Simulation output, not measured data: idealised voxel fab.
Process module in this document: voxel transistor to metal
For reference, the cross-section in this document is cut, with width 195 nm and square cells of 5 nm.
Format of a cross-section: grid, square cells. Given as bands. Order: top down. Band: one or more rows of cells.
Heads up on the band format: heights come first, top then bottom, in nm. After that it's the materials left to right, each with its width in nm. A single material flagged "everywhere" fills the whole band edge to edge, and "air" means there's empty space there.
Measure heights from 0. That's the level where, below it, the as-received wafer is all one material. The lowest band is bottomless and extends downward; write it as in "0..down".
When a width is written as two numbers, as in "30 to 40", the first number is the width in the top row of cells of the band and the second is the width in its bottom row, and the width changes by the same amount from each row to the next.
Any step labelled "remained unchanged" changed none of the cells in the cross-section.
In the "Cavities, sealed" entry, you get each enclosed empty space of 8 cells or more, one with no open way to the top, written width x height at distance, distance from the left edge, in nm.
What comes after the settings on a step's line is commentary from the simulator itself on that step.
When a step includes a mask, the "overlay nm" setting on its line states how far to the right of its planned place that mask lay, and negative values state how far to the left.
So here's the lineup of process steps we planned
1: RECEIVE, material Si
2: OXIDIZE, depth nm 5
3: CONFORMAL_DEP, material SiN, thk nm 10
4: MASKED_ETCH, tone cover, mask id ACTIVE, width nm 115, etch materials SiN, depth nm 10, overlay nm 0
5: MASKED_ETCH, tone cover, mask id ACTIVE, width nm 115, etch materials SiO2, depth nm 5, overlay nm 0
6: MASKED_ETCH, tone cover, mask id ACTIVE, width nm 115, etch materials Si, depth nm 35, overlay nm 0
7: FILL_DEP, material SiO2, thk nm 10
8: CMP, height nm 10
9: SELECTIVE_ETCH, etch materials SiO2, depth nm 10
10: STRIP, etch materials SiN
11: SELECTIVE_ETCH, etch materials SiO2, depth nm 5
12: OXIDIZE, depth nm 5
13: DIRECTIONAL_DEP, material polySi, thk nm 30
14: DIRECTIONAL_DEP, material SiCN, thk nm 15
15: DIRECTIONAL_DEP, material aC, thk nm 10
16: PATTERN, tone cover, mask id GATE, material resist, width nm 25, thk nm 30, overlay nm 0
17: DIRECTIONAL_ETCH, etch materials aC, depth nm 10
18: STRIP, etch materials resist
19: DIRECTIONAL_ETCH, etch materials SiCN, depth nm 25
20: DIRECTIONAL_ETCH, etch materials polySi, depth nm 40
21: STRIP, etch materials aC
22: CONFORMAL_DEP, material SiO2, thk nm 5
23: DIRECTIONAL_ETCH, etch materials SiO2, depth nm 5
24: CONFORMAL_DEP, material SiN, thk nm 5
25: DIRECTIONAL_ETCH, etch materials SiN, depth nm 5
26: DIRECTIONAL_ETCH, etch materials SiO2, depth nm 5
27: EPI, material nSi, thk nm 5
28: FILL_DEP, material SiO2, thk nm 10
29: CMP, height nm 40
30: DIRECTIONAL_DEP, material SiO2, thk nm 10
31: PATTERN, tone open, mask id CONTACT, material resist, width nm 15, pitch nm 80, thk nm 15, overlay nm 0
32: DIRECTIONAL_ETCH, etch materials SiO2, depth nm 55
33: STRIP, etch materials resist
34: CONFORMAL_DEP, material TiN, thk nm 5
35: FILL_DEP, material Ru, thk nm 10
36: CMP, height nm 50
37: CONFORMAL_DEP, material SiN, thk nm 5
38: DIRECTIONAL_DEP, material SiO2, thk nm 20
39: DIRECTIONAL_DEP, material aC, thk nm 15
40: PATTERN, tone open, mask id METAL_1, material resist, width nm 15, pitch nm 80, thk nm 35, overlay nm 0
41: DIRECTIONAL_ETCH, etch materials aC, depth nm 15
42: STRIP, etch materials resist
43: DIRECTIONAL_ETCH, etch materials SiO2, depth nm 20
44: DIRECTIONAL_ETCH, etch materials SiN, depth nm 5
45: STRIP, etch materials aC
46: CONFORMAL_DEP, material TiN, thk nm 5
47: FILL_DEP, material Cu, thk nm 10
48: CMP, height nm 75
49: CONFORMAL_DEP, material SiCN, thk nm 5
Cross-section of the wafer at receipt, which is the condition after step 1
  0..down | Si everywhere
  Cavities, sealed: none
Cross-sectional image of the first of two wafers at the end of the module, the run having proceeded as planned
  80..75 | SiCN everywhere
  75..55 | 50 of SiO2; 5 of TiN; 5 of Cu; 5 of TiN; 65 of SiO2; 5 of TiN; 5 of Cu; 5 of TiN; 50 of SiO2
  55..50 | 50 of SiN; 15 of TiN; 65 of SiN; 15 of TiN; 50 of SiN
  50..40 | 50 of SiO2; 5 of TiN; 5 of Ru; 5 of TiN; 65 of SiO2; 5 of TiN; 5 of Ru; 5 of TiN; 50 of SiO2
  40..25 | 50 of SiO2; 5 of TiN; 5 of Ru; 5 of TiN; 10 of SiO2; 5 of SiN; 5 of SiO2; 25 of SiCN; 5 of SiO2; 5 of SiN; 10 of SiO2; 5 of TiN; 5 of Ru; 5 of TiN; 50 of SiO2
  25..0 | 50 of SiO2; 5 of TiN; 5 of Ru; 5 of TiN; 10 of SiO2; 5 of SiN; 5 of SiO2; 25 of polySi; 5 of SiO2; 5 of SiN; 10 of SiO2; 5 of TiN; 5 of Ru; 5 of TiN; 50 of SiO2
  0..-5 | 50 of SiO2; 15 of TiN; 10 of SiO2; 5 of SiN; 5 of SiO2; 25 of polySi; 5 of SiO2; 5 of SiN; 10 of SiO2; 15 of TiN; 50 of SiO2
  -5..-10 | 35 of SiO2; 40 of nSi; 45 of SiO2; 40 of nSi; 35 of SiO2
  -10..-40 | 40 of SiO2; 115 of Si; 40 of SiO2
  -40..down | Si everywhere
  Cavities, sealed: none
End of module, second wafer, cross-section. Started like the first, planned like the first, run with one mistake
  80..75 | SiCN everywhere
  75..70 | 50 of SiN; 15 of TiN; 65 of SiN; 15 of TiN; 50 of SiN
  70..50 | SiO2 everywhere
  50..40 | 50 of SiO2; 5 of TiN; 5 of Ru; 5 of TiN; 65 of SiO2; 5 of TiN; 5 of Ru; 5 of TiN; 50 of SiO2
  40..25 | 50 of SiO2; 5 of TiN; 5 of Ru; 5 of TiN; 10 of SiO2; 5 of SiN; 5 of SiO2; 25 of SiCN; 5 of SiO2; 5 of SiN; 10 of SiO2; 5 of TiN; 5 of Ru; 5 of TiN; 50 of SiO2
  25..0 | 50 of SiO2; 5 of TiN; 5 of Ru; 5 of TiN; 10 of SiO2; 5 of SiN; 5 of SiO2; 25 of polySi; 5 of SiO2; 5 of SiN; 10 of SiO2; 5 of TiN; 5 of Ru; 5 of TiN; 50 of SiO2
  0..-5 | 50 of SiO2; 15 of TiN; 10 of SiO2; 5 of SiN; 5 of SiO2; 25 of polySi; 5 of SiO2; 5 of SiN; 10 of SiO2; 15 of TiN; 50 of SiO2
  -5..-10 | 35 of SiO2; 40 of nSi; 45 of SiO2; 40 of nSi; 35 of SiO2
  -10..-40 | 40 of SiO2; 115 of Si; 40 of SiO2
  -40..down | Si everywhere
  Cavities, sealed: none
Where did the run depart from the plan? so 37 and 38 got swapped relative to the plan, each ran where the other was supposed to
Final comparison by cell count, materials where the second wafer has more or fewer than the first: -8 Cu, +24 SiO2, -16 TiN
